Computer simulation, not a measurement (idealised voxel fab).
Title: Process Module voxel self aligned vias
Each square cell in cross-section cut measures 5 nm, and the section as a whole is 290 nm wide.
Square cells in a grid make up a cross-section in this document, and the grid is given as bands, listed from the top down, each one or more rows of cells.
This entry defines a band. It first specifies the height of the band's top and the height of its bottom in nm, and then specifies the band's materials from left to right, stating each material with its width in nm. The word "edge to edge" identifies a single material that fills the band from edge to edge, while the word "empty" identifies empty space.
The level at which height equals 0 is the one under which the wafer, as it arrives, is entirely one material. No lower edge exists for the bottom band, which continues downward and is notated as in "0..down".
A width such as "30 to 40" changes by the same amount from each row of cells to the next, from the band's top row to its bottom row.
"nothing was modified", as given for a step, is the statement that not any cell of the cross-section underwent a change during that step.
So "Fully closed voids" is basically the list of trapped voids: any empty space of 8 cells or more that can't reach the top through an opening. They're written width x height at distance, the distance being from the left edge, and it's all nm.
It should be noted that, on the line of a given step, the content following the step's settings is a remark produced by the simulator itself with respect to that step.
overlay nm: step with mask; distance mask lay right of planned place; negative value = left of planned place.
Reading guide: pairs of cross-sections, before and after one process step; after view cut off at lowest changed band; step and settings listed under each pair. Pairs may stem from different runs of this module on the same starting wafer; continuity with the pair above only where the "Structure before processing" entry states it.
STRUCTURE BEFORE PROCESSING
    65..55: 85 SiO2; 5 TiN; 40 W; 5 TiN; 20 SiO2; 5 TiN; 40 W; 5 TiN; 85 SiO2
    55..45: 85 to 95 SiO2; 15 to 5 TiN; 20 W; 15 to 5 TiN; 20 to 40 SiO2; 15 to 5 TiN; 20 W; 15 to 5 TiN; 85 to 95 SiO2
    45..35: 95 SiO2; 30 TiN; 40 SiO2; 30 TiN; 95 SiO2
    35..30: SiCN edge to edge
    30..0: SiO2 edge to edge
    0..down: Si edge to edge
    Fully closed voids: none
RESULTANT CROSS-SECTION
    70..65: SiCN edge to edge
    For the remainder of the cross-section, below 65, there is no change.
    Fully closed voids: none
Going from one cross-section above to the next, the wafer undergoes op CONFORMAL_DEP | material SiCN | thk nm 5
STRUCTURE BEFORE PROCESSING
    0..down: Si edge to edge
    Fully closed voids: none
RESULTANT CROSS-SECTION
    5..0: SiCN edge to edge
    For the remainder of the cross-section, below 0, there is no change.
    Fully closed voids: none
Going from one cross-section above to the next, the wafer undergoes op CONFORMAL_DEP | material SiCN | thk nm 5
Structure before processing: no separate figure, the pair right above already shows it after its step.
RESULTANT CROSS-SECTION
    20..5: SiO2 edge to edge
    For the remainder of the cross-section, below 5, there is no change.
    Fully closed voids: none
Going from one cross-section above to the next, the wafer undergoes op CONFORMAL_DEP | material SiO2 | thk nm 15
Structure before processing: no separate figure, the pair right above already shows it after its step.
RESULTANT CROSS-SECTION
    50..5: SiO2 edge to edge
    For the remainder of the cross-section, below 5, there is no change.
    Fully closed voids: none
Going from one cross-section above to the next, the wafer undergoes op DIRECTIONAL_DEP | material SiO2 | thk nm 30
Structure before processing: no separate figure, the pair right above already shows it after its step.
RESULTANT CROSS-SECTION
    65..50: aC edge to edge
    For the remainder of the cross-section, below 50, there is no change.
    Fully closed voids: none
Going from one cross-section above to the next, the wafer undergoes op DIRECTIONAL_DEP | material aC | thk nm 15
Structure before processing: no separate figure, the pair right above already shows it after its step.
RESULTANT CROSS-SECTION
    95..65: 95 resist; 30 empty; 40 resist; 30 empty; 95 resist
    For the remainder of the cross-section, below 65, there is no change.
    Fully closed voids: none
Going from one cross-section above to the next, the wafer undergoes op PATTERN | tone open | mask id LINES | material resist | width nm 30 | pitch nm 70 | thk nm 30 | overlay nm 0
Structure before processing: no separate figure, the pair right above already shows it after its step.
RESULTANT CROSS-SECTION
    80..65: 95 resist; 30 empty; 40 resist; 30 empty; 95 resist
    65..50: 95 aC; 30 empty; 40 aC; 30 empty; 95 aC
    For the remainder of the cross-section, below 50, there is no change.
    Fully closed voids: none
Going from one cross-section above to the next, the wafer undergoes op DIRECTIONAL_ETCH | etch materials aC | depth nm 15
Structure before processing: no separate figure, the pair right above already shows it after its step.
RESULTANT CROSS-SECTION
    65..50: 95 aC; 30 empty; 40 aC; 30 empty; 95 aC
    For the remainder of the cross-section, below 50, there is no change.
    Fully closed voids: none
Going from one cross-section above to the next, the wafer undergoes op STRIP | etch materials resist
Structure before processing: no separate figure, the pair right above already shows it after its step.
RESULTANT CROSS-SECTION
    65..50: 95 aC; 30 empty; 40 aC; 30 empty; 95 aC
    50..20: 95 SiO2; 30 empty; 40 SiO2; 30 empty; 95 SiO2
    For the remainder of the cross-section, below 20, there is no change.
    Fully closed voids: none
Going from one cross-section above to the next, the wafer undergoes op DIRECTIONAL_ETCH | etch materials SiO2 | depth nm 30
Structure before processing: no separate figure, the pair right above already shows it after its step.
RESULTANT CROSS-SECTION
    50..20: 95 SiO2; 30 empty; 40 SiO2; 30 empty; 95 SiO2
    For the remainder of the cross-section, below 20, there is no change.
    Fully closed voids: none
Going from one cross-section above to the next, the wafer undergoes op STRIP | etch materials aC
Structure before processing: no separate figure, the pair right above already shows it after its step.
RESULTANT CROSS-SECTION
    55..50: 100 TiN; 20 empty; 50 TiN; 20 empty; 100 TiN
    50..25: 95 SiO2; 5 TiN; 20 empty; 5 TiN; 40 SiO2; 5 TiN; 20 empty; 5 TiN; 95 SiO2
    25..20: 95 SiO2; 30 TiN; 40 SiO2; 30 TiN; 95 SiO2
    For the remainder of the cross-section, below 20, there is no change.
    Fully closed voids: none
Going from one cross-section above to the next, the wafer undergoes op CONFORMAL_DEP | material TiN | thk nm 5
Structure before processing: no separate figure, the pair right above already shows it after its step.
RESULTANT CROSS-SECTION
    65..55: W edge to edge
    55..50: 100 TiN; 20 W; 50 TiN; 20 W; 100 TiN
    50..25: 95 SiO2; 5 TiN; 20 W; 5 TiN; 40 SiO2; 5 TiN; 20 W; 5 TiN; 95 SiO2
    For the remainder of the cross-section, below 25, there is no change.
    Fully closed voids: none
Going from one cross-section above to the next, the wafer undergoes op FILL_DEP | material W | thk nm 10
Structure before processing: no separate figure, the pair right above already shows it after its step.
RESULTANT CROSS-SECTION
    50..25: 95 SiO2; 5 TiN; 20 W; 5 TiN; 40 SiO2; 5 TiN; 20 W; 5 TiN; 95 SiO2
    For the remainder of the cross-section, below 25, there is no change.
    Fully closed voids: none
Going from one cross-section above to the next, the wafer undergoes op CMP | height nm 50
Structure before processing: no separate figure, the pair right above already shows it after its step.
RESULTANT CROSS-SECTION
    50..40: 95 SiO2; 30 empty; 40 SiO2; 30 empty; 95 SiO2
    For the remainder of the cross-section, below 40, there is no change.
    Fully closed voids: none
Going from one cross-section above to the next, the wafer undergoes op SELECTIVE_ETCH | etch materials W Ru TiN | depth nm 10
Structure before processing: no separate figure, the pair right above already shows it after its step.
RESULTANT CROSS-SECTION
    55..50: SiN edge to edge
    50..40: 95 SiO2; 30 SiN; 40 SiO2; 30 SiN; 95 SiO2
    For the remainder of the cross-section, below 40, there is no change.
    Fully closed voids: none
Going from one cross-section above to the next, the wafer undergoes op FILL_DEP | material SiN | thk nm 5
Structure before processing: no separate figure, the pair right above already shows it after its step.
RESULTANT CROSS-SECTION
    50..40: 95 SiO2; 30 SiN; 40 SiO2; 30 SiN; 95 SiO2
    For the remainder of the cross-section, below 40, there is no change.
    Fully closed voids: none
Going from one cross-section above to the next, the wafer undergoes op CMP | height nm 50
Structure before processing: no separate figure, the pair right above already shows it after its step.
RESULTANT CROSS-SECTION
    65..50: SiO2 edge to edge
    For the remainder of the cross-section, below 50, there is no change.
    Fully closed voids: none
Going from one cross-section above to the next, the wafer undergoes op DIRECTIONAL_DEP | material SiO2 | thk nm 15
Structure before processing: no separate figure, the pair right above already shows it after its step.
RESULTANT CROSS-SECTION
    80..65: aC edge to edge
    For the remainder of the cross-section, below 65, there is no change.
    Fully closed voids: none
Going from one cross-section above to the next, the wafer undergoes op DIRECTIONAL_DEP | material aC | thk nm 15
Structure before processing: no separate figure, the pair right above already shows it after its step.
RESULTANT CROSS-SECTION
    110..80: 85 resist; 50 empty; 20 resist; 50 empty; 85 resist
    For the remainder of the cross-section, below 80, there is no change.
    Fully closed voids: none
Going from one cross-section above to the next, the wafer undergoes op PATTERN | tone open | mask id VIAS | material resist | width nm 50 | pitch nm 70 | thk nm 30 | overlay nm 0
Structure before processing: no separate figure, the pair right above already shows it after its step.
RESULTANT CROSS-SECTION
    95..80: 85 resist; 50 empty; 20 resist; 50 empty; 85 resist
    80..65: 85 aC; 50 empty; 20 aC; 50 empty; 85 aC
    For the remainder of the cross-section, below 65, there is no change.
    Fully closed voids: none
Going from one cross-section above to the next, the wafer undergoes op DIRECTIONAL_ETCH | etch materials aC | depth nm 15
Structure before processing: no separate figure, the pair right above already shows it after its step.
RESULTANT CROSS-SECTION
    80..65: 85 aC; 50 empty; 20 aC; 50 empty; 85 aC
    For the remainder of the cross-section, below 65, there is no change.
    Fully closed voids: none
Going from one cross-section above to the next, the wafer undergoes op STRIP | etch materials resist
Structure before processing: no separate figure, the pair right above already shows it after its step.
RESULTANT CROSS-SECTION
    80..65: 85 aC; 50 empty; 20 aC; 50 empty; 85 aC
    65..50: 85 SiO2; 50 empty; 20 SiO2; 50 empty; 85 SiO2
    For the remainder of the cross-section, below 50, there is no change.
    Fully closed voids: none
Going from one cross-section above to the next, the wafer undergoes op DIRECTIONAL_ETCH | etch materials SiO2 | depth nm 15
Structure before processing: no separate figure, the pair right above already shows it after its step.
RESULTANT CROSS-SECTION
    80..65: 85 aC; 50 empty; 20 aC; 50 empty; 85 aC
    65..50: 85 SiO2; 50 empty; 20 SiO2; 50 empty; 85 SiO2
    50..40: 95 SiO2; 30 empty; 40 SiO2; 30 empty; 95 SiO2
    For the remainder of the cross-section, below 40, there is no change.
    Fully closed voids: none
Going from one cross-section above to the next, the wafer undergoes op DIRECTIONAL_ETCH | etch materials SiN | depth nm 10
Structure before processing: no separate figure, the pair right above already shows it after its step.
RESULTANT CROSS-SECTION
    65..50: 85 SiO2; 50 empty; 20 SiO2; 50 empty; 85 SiO2
    For the remainder of the cross-section, below 50, there is no change.
    Fully closed voids: none
Going from one cross-section above to the next, the wafer undergoes op STRIP | etch materials aC
Structure before processing: no separate figure, the pair right above already shows it after its step.
RESULTANT CROSS-SECTION
    70..65: 90 TiN; 40 empty; 30 TiN; 40 empty; 90 TiN
    65..55: 85 SiO2; 5 TiN; 40 empty; 5 TiN; 20 SiO2; 5 TiN; 40 empty; 5 TiN; 85 SiO2
    55..45: 85 to 95 SiO2; 15 to 5 TiN; 20 empty; 15 to 5 TiN; 20 to 40 SiO2; 15 to 5 TiN; 20 empty; 15 to 5 TiN; 85 to 95 SiO2
    45..40: 95 SiO2; 30 TiN; 40 SiO2; 30 TiN; 95 SiO2
    For the remainder of the cross-section, below 40, there is no change.
    Fully closed voids: none
Going from one cross-section above to the next, the wafer undergoes op CONFORMAL_DEP | material TiN | thk nm 5
Structure before processing: no separate figure, the pair right above already shows it after its step.
RESULTANT CROSS-SECTION
    75..70: W edge to edge
    70..65: 90 TiN; 40 W; 30 TiN; 40 W; 90 TiN
    65..55: 85 SiO2; 5 TiN; 40 W; 5 TiN; 20 SiO2; 5 TiN; 40 W; 5 TiN; 85 SiO2
    55..45: 85 to 95 SiO2; 15 to 5 TiN; 20 W; 15 to 5 TiN; 20 to 40 SiO2; 15 to 5 TiN; 20 W; 15 to 5 TiN; 85 to 95 SiO2
    For the remainder of the cross-section, below 45, there is no change.
    Fully closed voids: none
Going from one cross-section above to the next, the wafer undergoes op FILL_DEP | material W | thk nm 5
Structure before processing: no separate figure, the pair right above already shows it after its step.
RESULTANT CROSS-SECTION
    65..55: 85 SiO2; 5 TiN; 40 W; 5 TiN; 20 SiO2; 5 TiN; 40 W; 5 TiN; 85 SiO2
    For the remainder of the cross-section, below 55, there is no change.
    Fully closed voids: none
Going from one cross-section above to the next, the wafer undergoes op CMP | height nm 65
Structure before processing: no separate figure, the pair right above already shows it after its step.
RESULTANT CROSS-SECTION
    70..65: SiCN edge to edge
    For the remainder of the cross-section, below 65, there is no change.
    Fully closed voids: none
Going from one cross-section above to the next, the wafer undergoes op CONFORMAL_DEP | material SiCN | thk nm 5
STRUCTURE BEFORE PROCESSING
    50..25: 95 SiO2; 5 TiN; 20 W; 5 TiN; 40 SiO2; 5 TiN; 20 W; 5 TiN; 95 SiO2
    25..20: 95 SiO2; 30 TiN; 40 SiO2; 30 TiN; 95 SiO2
    20..15: SiCN edge to edge
    15..0: SiO2 edge to edge
    0..down: Si edge to edge
    Fully closed voids: none
RESULTANT CROSS-SECTION
    50..35: 95 SiO2; 30 empty; 40 SiO2; 30 empty; 95 SiO2
    For the remainder of the cross-section, below 35, there is no change.
    Fully closed voids: none
Going from one cross-section above to the next, the wafer undergoes op SELECTIVE_ETCH | etch materials W Ru TiN | depth nm 15
Structure before processing: no separate figure, the pair right above already shows it after its step.
RESULTANT CROSS-SECTION
    55..50: SiN edge to edge
    50..35: 95 SiO2; 30 SiN; 40 SiO2; 30 SiN; 95 SiO2
    For the remainder of the cross-section, below 35, there is no change.
    Fully closed voids: none
Going from one cross-section above to the next, the wafer undergoes op FILL_DEP | material SiN | thk nm 5
Structure before processing: no separate figure, the pair right above already shows it after its step.
RESULTANT CROSS-SECTION
    50..35: 95 SiO2; 30 SiN; 40 SiO2; 30 SiN; 95 SiO2
    For the remainder of the cross-section, below 35, there is no change.
    Fully closed voids: none
Going from one cross-section above to the next, the wafer undergoes op CMP | height nm 50
Structure before processing: no separate figure, the pair right above already shows it after its step.
RESULTANT CROSS-SECTION
    65..50: SiO2 edge to edge
    For the remainder of the cross-section, below 50, there is no change.
    Fully closed voids: none
Going from one cross-section above to the next, the wafer undergoes op DIRECTIONAL_DEP | material SiO2 | thk nm 15
Structure before processing: no separate figure, the pair right above already shows it after its step.
RESULTANT CROSS-SECTION
    80..65: aC edge to edge
    For the remainder of the cross-section, below 65, there is no change.
    Fully closed voids: none
Going from one cross-section above to the next, the wafer undergoes op DIRECTIONAL_DEP | material aC | thk nm 15
Structure before processing: no separate figure, the pair right above already shows it after its step.
RESULTANT CROSS-SECTION
    110..80: 85 resist; 50 empty; 20 resist; 50 empty; 85 resist
    For the remainder of the cross-section, below 80, there is no change.
    Fully closed voids: none
Going from one cross-section above to the next, the wafer undergoes op PATTERN | tone open | mask id VIAS | material resist | width nm 50 | pitch nm 70 | thk nm 30 | overlay nm 0
Structure before processing: no separate figure, the pair right above already shows it after its step.
RESULTANT CROSS-SECTION
    95..80: 85 resist; 50 empty; 20 resist; 50 empty; 85 resist
    80..65: 85 aC; 50 empty; 20 aC; 50 empty; 85 aC
    For the remainder of the cross-section, below 65, there is no change.
    Fully closed voids: none
Going from one cross-section above to the next, the wafer undergoes op DIRECTIONAL_ETCH | etch materials aC | depth nm 15
Structure before processing: no separate figure, the pair right above already shows it after its step.
RESULTANT CROSS-SECTION
    80..65: 85 aC; 50 empty; 20 aC; 50 empty; 85 aC
    For the remainder of the cross-section, below 65, there is no change.
    Fully closed voids: none
Going from one cross-section above to the next, the wafer undergoes op STRIP | etch materials resist
Structure before processing: no separate figure, the pair right above already shows it after its step.
RESULTANT CROSS-SECTION
    80..65: 85 aC; 50 empty; 20 aC; 50 empty; 85 aC
    65..50: 85 SiO2; 50 empty; 20 SiO2; 50 empty; 85 SiO2
    For the remainder of the cross-section, below 50, there is no change.
    Fully closed voids: none
Going from one cross-section above to the next, the wafer undergoes op DIRECTIONAL_ETCH | etch materials SiO2 | depth nm 15
Structure before processing: no separate figure, the pair right above already shows it after its step.
RESULTANT CROSS-SECTION
    80..65: 85 aC; 50 empty; 20 aC; 50 empty; 85 aC
    65..50: 85 SiO2; 50 empty; 20 SiO2; 50 empty; 85 SiO2
    50..40: 95 SiO2; 30 empty; 40 SiO2; 30 empty; 95 SiO2
    For the remainder of the cross-section, below 40, there is no change.
    Fully closed voids: none
Going from one cross-section above to the next, the wafer undergoes op DIRECTIONAL_ETCH | etch materials SiN | depth nm 10
Structure before processing: no separate figure, the pair right above already shows it after its step.
RESULTANT CROSS-SECTION
    65..50: 85 SiO2; 50 empty; 20 SiO2; 50 empty; 85 SiO2
    For the remainder of the cross-section, below 50, there is no change.
    Fully closed voids: none
Going from one cross-section above to the next, the wafer undergoes op STRIP | etch materials aC
Structure before processing: no separate figure, the pair right above already shows it after its step.
RESULTANT CROSS-SECTION
    70..65: 90 TiN; 40 empty; 30 TiN; 40 empty; 90 TiN
    65..55: 85 SiO2; 5 TiN; 40 empty; 5 TiN; 20 SiO2; 5 TiN; 40 empty; 5 TiN; 85 SiO2
    55..45: 85 to 95 SiO2; 15 to 5 TiN; 20 empty; 15 to 5 TiN; 20 to 40 SiO2; 15 to 5 TiN; 20 empty; 15 to 5 TiN; 85 to 95 SiO2
    45..40: 95 SiO2; 30 TiN; 40 SiO2; 30 TiN; 95 SiO2
    For the remainder of the cross-section, below 40, there is no change.
    Fully closed voids: none
Going from one cross-section above to the next, the wafer undergoes op CONFORMAL_DEP | material TiN | thk nm 5
Structure before processing: no separate figure, the pair right above already shows it after its step.
RESULTANT CROSS-SECTION
    75..70: W edge to edge
    70..65: 90 TiN; 40 W; 30 TiN; 40 W; 90 TiN
    65..55: 85 SiO2; 5 TiN; 40 W; 5 TiN; 20 SiO2; 5 TiN; 40 W; 5 TiN; 85 SiO2
    55..45: 85 to 95 SiO2; 15 to 5 TiN; 20 W; 15 to 5 TiN; 20 to 40 SiO2; 15 to 5 TiN; 20 W; 15 to 5 TiN; 85 to 95 SiO2
    For the remainder of the cross-section, below 45, there is no change.
    Fully closed voids: none
Going from one cross-section above to the next, the wafer undergoes op FILL_DEP | material W | thk nm 5
Structure before processing: no separate figure, the pair right above already shows it after its step.
RESULTANT CROSS-SECTION
    65..55: 85 SiO2; 5 TiN; 40 W; 5 TiN; 20 SiO2; 5 TiN; 40 W; 5 TiN; 85 SiO2
    For the remainder of the cross-section, below 55, there is no change.
    Fully closed voids: none
Going from one cross-section above to the next, the wafer undergoes op CMP | height nm 65
Structure before processing: no separate figure, the pair right above already shows it after its step.
RESULTANT CROSS-SECTION
    70..65: SiCN edge to edge
    For the remainder of the cross-section, below 65, there is no change.
    Fully closed voids: none
Going from one cross-section above to the next, the wafer undergoes op CONFORMAL_DEP | material SiCN | thk nm 5
STRUCTURE BEFORE PROCESSING
    80..65: aC edge to edge
    65..50: SiO2 edge to edge
    50..40: 95 SiO2; 30 SiN; 40 SiO2; 30 SiN; 95 SiO2
    40..25: 95 SiO2; 5 TiN; 20 W; 5 TiN; 40 SiO2; 5 TiN; 20 W; 5 TiN; 95 SiO2
    25..20: 95 SiO2; 30 TiN; 40 SiO2; 30 TiN; 95 SiO2
    20..15: SiCN edge to edge
    15..0: SiO2 edge to edge
    0..down: Si edge to edge
    Fully closed voids: none
RESULTANT CROSS-SECTION
    110..80: 85 resist; 55 empty; 15 resist; 55 empty; 80 resist
    For the remainder of the cross-section, below 80, there is no change.
    Fully closed voids: none
Going from one cross-section above to the next, the wafer undergoes op PATTERN | tone open | mask id VIAS | material resist | width nm 55 | pitch nm 70 | thk nm 30 | overlay nm 0
Structure before processing: no separate figure, the pair right above already shows it after its step.
RESULTANT CROSS-SECTION
    95..80: 85 resist; 55 empty; 15 resist; 55 empty; 80 resist
    80..65: 85 aC; 55 empty; 15 aC; 55 empty; 80 aC
    For the remainder of the cross-section, below 65, there is no change.
    Fully closed voids: none
Going from one cross-section above to the next, the wafer undergoes op DIRECTIONAL_ETCH | etch materials aC | depth nm 15
Structure before processing: no separate figure, the pair right above already shows it after its step.
RESULTANT CROSS-SECTION
    80..65: 85 aC; 55 empty; 15 aC; 55 empty; 80 aC
    For the remainder of the cross-section, below 65, there is no change.
    Fully closed voids: none
Going from one cross-section above to the next, the wafer undergoes op STRIP | etch materials resist
Structure before processing: no separate figure, the pair right above already shows it after its step.
RESULTANT CROSS-SECTION
    80..65: 85 aC; 55 empty; 15 aC; 55 empty; 80 aC
    65..50: 85 SiO2; 55 empty; 15 SiO2; 55 empty; 80 SiO2
    For the remainder of the cross-section, below 50, there is no change.
    Fully closed voids: none
Going from one cross-section above to the next, the wafer undergoes op DIRECTIONAL_ETCH | etch materials SiO2 | depth nm 15
Structure before processing: no separate figure, the pair right above already shows it after its step.
RESULTANT CROSS-SECTION
    80..65: 85 aC; 55 empty; 15 aC; 55 empty; 80 aC
    65..50: 85 SiO2; 55 empty; 15 SiO2; 55 empty; 80 SiO2
    50..40: 95 SiO2; 30 empty; 40 SiO2; 30 empty; 95 SiO2
    For the remainder of the cross-section, below 40, there is no change.
    Fully closed voids: none
Going from one cross-section above to the next, the wafer undergoes op DIRECTIONAL_ETCH | etch materials SiN | depth nm 10
Structure before processing: no separate figure, the pair right above already shows it after its step.
RESULTANT CROSS-SECTION
    65..50: 85 SiO2; 55 empty; 15 SiO2; 55 empty; 80 SiO2
    For the remainder of the cross-section, below 50, there is no change.
    Fully closed voids: none
Going from one cross-section above to the next, the wafer undergoes op STRIP | etch materials aC
Structure before processing: no separate figure, the pair right above already shows it after its step.
RESULTANT CROSS-SECTION
    70..65: 90 TiN; 45 empty; 25 TiN; 45 empty; 85 TiN
    65..55: 85 SiO2; 5 TiN; 45 empty; 5 TiN; 15 SiO2; 5 TiN; 45 empty; 5 TiN; 80 SiO2
    55..45: 85 to 95 SiO2; 15 to 5 TiN; 20 empty; 20 to 5 TiN; 15 to 40 SiO2; 15 to 5 TiN; 20 empty; 20 to 5 TiN; 80 to 95 SiO2
    45..40: 95 SiO2; 30 TiN; 40 SiO2; 30 TiN; 95 SiO2
    For the remainder of the cross-section, below 40, there is no change.
    Fully closed voids: none
Going from one cross-section above to the next, the wafer undergoes op CONFORMAL_DEP | material TiN | thk nm 5
Structure before processing: no separate figure, the pair right above already shows it after its step.
RESULTANT CROSS-SECTION
    75..70: W edge to edge
    70..65: 90 TiN; 45 W; 25 TiN; 45 W; 85 TiN
    65..55: 85 SiO2; 5 TiN; 45 W; 5 TiN; 15 SiO2; 5 TiN; 45 W; 5 TiN; 80 SiO2
    55..45: 85 to 95 SiO2; 15 to 5 TiN; 20 W; 20 to 5 TiN; 15 to 40 SiO2; 15 to 5 TiN; 20 W; 20 to 5 TiN; 80 to 95 SiO2
    For the remainder of the cross-section, below 45, there is no change.
    Fully closed voids: none
Going from one cross-section above to the next, the wafer undergoes op FILL_DEP | material W | thk nm 5
Structure before processing: no separate figure, the pair right above already shows it after its step.
RESULTANT CROSS-SECTION
    65..55: 85 SiO2; 5 TiN; 45 W; 5 TiN; 15 SiO2; 5 TiN; 45 W; 5 TiN; 80 SiO2
    For the remainder of the cross-section, below 55, there is no change.
    Fully closed voids: none
Going from one cross-section above to the next, the wafer undergoes op CMP | height nm 65
Structure before processing: no separate figure, the pair right above already shows it after its step.
RESULTANT CROSS-SECTION
    70..65: SiCN edge to edge
    For the remainder of the cross-section, below 65, there is no change.
    Fully closed voids: none
Going from one cross-section above to the next, the wafer undergoes op CONFORMAL_DEP | material SiCN | thk nm 5
STRUCTURE BEFORE PROCESSING
    65..50: aC edge to edge
    50..20: SiO2 edge to edge
    20..15: SiCN edge to edge
    15..0: SiO2 edge to edge
    0..down: Si edge to edge
    Fully closed voids: none
RESULTANT CROSS-SECTION
    95..65: 90 resist; 30 empty; 40 resist; 30 empty; 100 resist
    For the remainder of the cross-section, below 65, there is no change.
    Fully closed voids: none
Going from one cross-section above to the next, the wafer undergoes op PATTERN | tone open | mask id LINES | material resist | width nm 30 | pitch nm 70 | thk nm 30 | overlay nm -5
Structure before processing: no separate figure, the pair right above already shows it after its step.
RESULTANT CROSS-SECTION
    80..65: 90 resist; 30 empty; 40 resist; 30 empty; 100 resist
    65..50: 90 aC; 30 empty; 40 aC; 30 empty; 100 aC
    For the remainder of the cross-section, below 50, there is no change.
    Fully closed voids: none
Going from one cross-section above to the next, the wafer undergoes op DIRECTIONAL_ETCH | etch materials aC | depth nm 15
Structure before processing: no separate figure, the pair right above already shows it after its step.
RESULTANT CROSS-SECTION
    65..50: 90 aC; 30 empty; 40 aC; 30 empty; 100 aC
    For the remainder of the cross-section, below 50, there is no change.
    Fully closed voids: none
Going from one cross-section above to the next, the wafer undergoes op STRIP | etch materials resist
Structure before processing: no separate figure, the pair right above already shows it after its step.
RESULTANT CROSS-SECTION
    65..50: 90 aC; 30 empty; 40 aC; 30 empty; 100 aC
    50..20: 90 SiO2; 30 empty; 40 SiO2; 30 empty; 100 SiO2
    For the remainder of the cross-section, below 20, there is no change.
    Fully closed voids: none
Going from one cross-section above to the next, the wafer undergoes op DIRECTIONAL_ETCH | etch materials SiO2 | depth nm 30
Structure before processing: no separate figure, the pair right above already shows it after its step.
RESULTANT CROSS-SECTION
    50..20: 90 SiO2; 30 empty; 40 SiO2; 30 empty; 100 SiO2
    For the remainder of the cross-section, below 20, there is no change.
    Fully closed voids: none
Going from one cross-section above to the next, the wafer undergoes op STRIP | etch materials aC
Structure before processing: no separate figure, the pair right above already shows it after its step.
RESULTANT CROSS-SECTION
    55..50: 95 TiN; 20 empty; 50 TiN; 20 empty; 105 TiN
    50..25: 90 SiO2; 5 TiN; 20 empty; 5 TiN; 40 SiO2; 5 TiN; 20 empty; 5 TiN; 100 SiO2
    25..20: 90 SiO2; 30 TiN; 40 SiO2; 30 TiN; 100 SiO2
    For the remainder of the cross-section, below 20, there is no change.
    Fully closed voids: none
Going from one cross-section above to the next, the wafer undergoes op CONFORMAL_DEP | material TiN | thk nm 5
Structure before processing: no separate figure, the pair right above already shows it after its step.
RESULTANT CROSS-SECTION
    65..55: W edge to edge
    55..50: 95 TiN; 20 W; 50 TiN; 20 W; 105 TiN
    50..25: 90 SiO2; 5 TiN; 20 W; 5 TiN; 40 SiO2; 5 TiN; 20 W; 5 TiN; 100 SiO2
    For the remainder of the cross-section, below 25, there is no change.
    Fully closed voids: none
Going from one cross-section above to the next, the wafer undergoes op FILL_DEP | material W | thk nm 10
Structure before processing: no separate figure, the pair right above already shows it after its step.
RESULTANT CROSS-SECTION
    50..25: 90 SiO2; 5 TiN; 20 W; 5 TiN; 40 SiO2; 5 TiN; 20 W; 5 TiN; 100 SiO2
    For the remainder of the cross-section, below 25, there is no change.
    Fully closed voids: none
Going from one cross-section above to the next, the wafer undergoes op CMP | height nm 50
Structure before processing: no separate figure, the pair right above already shows it after its step.
RESULTANT CROSS-SECTION
    50..40: 90 SiO2; 30 empty; 40 SiO2; 30 empty; 100 SiO2
    For the remainder of the cross-section, below 40, there is no change.
    Fully closed voids: none
Going from one cross-section above to the next, the wafer undergoes op SELECTIVE_ETCH | etch materials W Ru TiN | depth nm 10
Structure before processing: no separate figure, the pair right above already shows it after its step.
RESULTANT CROSS-SECTION
    55..50: SiN edge to edge
    50..40: 90 SiO2; 30 SiN; 40 SiO2; 30 SiN; 100 SiO2
    For the remainder of the cross-section, below 40, there is no change.
    Fully closed voids: none
Going from one cross-section above to the next, the wafer undergoes op FILL_DEP | material SiN | thk nm 5
Structure before processing: no separate figure, the pair right above already shows it after its step.
RESULTANT CROSS-SECTION
    50..40: 90 SiO2; 30 SiN; 40 SiO2; 30 SiN; 100 SiO2
    For the remainder of the cross-section, below 40, there is no change.
    Fully closed voids: none
Going from one cross-section above to the next, the wafer undergoes op CMP | height nm 50
Structure before processing: no separate figure, the pair right above already shows it after its step.
RESULTANT CROSS-SECTION
    65..50: SiO2 edge to edge
    For the remainder of the cross-section, below 50, there is no change.
    Fully closed voids: none
Going from one cross-section above to the next, the wafer undergoes op DIRECTIONAL_DEP | material SiO2 | thk nm 15
Structure before processing: no separate figure, the pair right above already shows it after its step.
RESULTANT CROSS-SECTION
    80..65: aC edge to edge
    For the remainder of the cross-section, below 65, there is no change.
    Fully closed voids: none
Going from one cross-section above to the next, the wafer undergoes op DIRECTIONAL_DEP | material aC | thk nm 15
Structure before processing: no separate figure, the pair right above already shows it after its step.
RESULTANT CROSS-SECTION
    110..80: 85 resist; 50 empty; 20 resist; 50 empty; 85 resist
    For the remainder of the cross-section, below 80, there is no change.
    Fully closed voids: none
Going from one cross-section above to the next, the wafer undergoes op PATTERN | tone open | mask id VIAS | material resist | width nm 50 | pitch nm 70 | thk nm 30 | overlay nm 0
Structure before processing: no separate figure, the pair right above already shows it after its step.
RESULTANT CROSS-SECTION
    95..80: 85 resist; 50 empty; 20 resist; 50 empty; 85 resist
    80..65: 85 aC; 50 empty; 20 aC; 50 empty; 85 aC
    For the remainder of the cross-section, below 65, there is no change.
    Fully closed voids: none
Going from one cross-section above to the next, the wafer undergoes op DIRECTIONAL_ETCH | etch materials aC | depth nm 15
Structure before processing: no separate figure, the pair right above already shows it after its step.
RESULTANT CROSS-SECTION
    80..65: 85 aC; 50 empty; 20 aC; 50 empty; 85 aC
    For the remainder of the cross-section, below 65, there is no change.
    Fully closed voids: none
Going from one cross-section above to the next, the wafer undergoes op STRIP | etch materials resist
Structure before processing: no separate figure, the pair right above already shows it after its step.
RESULTANT CROSS-SECTION
    80..65: 85 aC; 50 empty; 20 aC; 50 empty; 85 aC
    65..50: 85 SiO2; 50 empty; 20 SiO2; 50 empty; 85 SiO2
    For the remainder of the cross-section, below 50, there is no change.
    Fully closed voids: none
Going from one cross-section above to the next, the wafer undergoes op DIRECTIONAL_ETCH | etch materials SiO2 | depth nm 15
Structure before processing: no separate figure, the pair right above already shows it after its step.
RESULTANT CROSS-SECTION
    80..65: 85 aC; 50 empty; 20 aC; 50 empty; 85 aC
    65..50: 85 SiO2; 50 empty; 20 SiO2; 50 empty; 85 SiO2
    50..40: 90 SiO2; 30 empty; 40 SiO2; 30 empty; 100 SiO2
    For the remainder of the cross-section, below 40, there is no change.
    Fully closed voids: none
Going from one cross-section above to the next, the wafer undergoes op DIRECTIONAL_ETCH | etch materials SiN | depth nm 10
Structure before processing: no separate figure, the pair right above already shows it after its step.
RESULTANT CROSS-SECTION
    65..50: 85 SiO2; 50 empty; 20 SiO2; 50 empty; 85 SiO2
    For the remainder of the cross-section, below 50, there is no change.
    Fully closed voids: none
Going from one cross-section above to the next, the wafer undergoes op STRIP | etch materials aC
